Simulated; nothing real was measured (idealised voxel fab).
process module | voxel self aligned vias
cross-section cut | 165 nm wide | cells 5 nm
A cross-section is a grid of square cells, given in bands from the top down. A band is one or more rows of cells.
Each band's line starts with the height of the band's top and of its bottom, in nm. Then come its materials from left to right, each with its width in nm. One material with "throughout" fills the band from edge to edge. "air" is empty space.
Height 0 is the level under which the wafer as received is all one material. The lowest band goes on downwards, as in "0 down".
A width such as "30 to 40" changes by the same amount from each row of cells to the next, from the band's top row to its bottom row.
"no change" after a step means that no cell of the cross-section changed.
closed voids: empty space of 8 cells or more with no open way to the top, each as width x height at its distance from the left edge, in nm
after a step's settings: what the simulator itself notes on the step
overlay nm, on a step with a mask: how far to the right of its planned place the mask lay; to the left if negative
plan
1 op RECEIVE | material Si
2 op CONFORMAL_DEP | material SiO2 | thk nm 10
3 op CONFORMAL_DEP | material SiCN | thk nm 5
4 op DIRECTIONAL_DEP | material lowk | thk nm 25
5 op PATTERN | tone open | mask id LINES | material resist | width nm 20 | pitch nm 70 | thk nm 15 | overlay nm 0
6 op DIRECTIONAL_ETCH | etch materials lowk | depth nm 25
7 op STRIP | etch materials resist
8 op CONFORMAL_DEP | material TiN | thk nm 5
9 op FILL_DEP | material Ru | thk nm 10
10 op CMP | height nm 40
11 op SELECTIVE_ETCH | etch materials W Ru TiN | depth nm 10
12 op FILL_DEP | material SiN | thk nm 10
13 op CMP | height nm 40
14 op DIRECTIONAL_DEP | material lowk | thk nm 20
15 op MASKED_ETCH | tone open | mask id VIAS | width nm 40 | etch materials lowk | depth nm 20 | overlay nm 0
16 op MASKED_ETCH | tone open | mask id VIAS | width nm 40 | etch materials SiN | depth nm 10 | overlay nm 0
17 op CONFORMAL_DEP | material TiN | thk nm 5
18 op FILL_DEP | material Ru | thk nm 5
19 op CMP | height nm 60
20 op CONFORMAL_DEP | material SiCN | thk nm 5
as received, after step 1
  0 down: Si throughout
  closed voids: none
a wafer at the end: this start, this plan, one mistake
  65 to 60: SiCN throughout
  60 to 45: lowk 25 | TiN 5 | Ru 30 | TiN 5 | lowk 100
  45 to 40: lowk 25 | TiN 40 | lowk 100
  40 to 35: SiCN throughout
  35 to 10: lowk throughout
  10 to 0: SiO2 throughout
  0 down: Si throughout
  closed voids: none
what went wrong: steps 3 and 4 were swapped
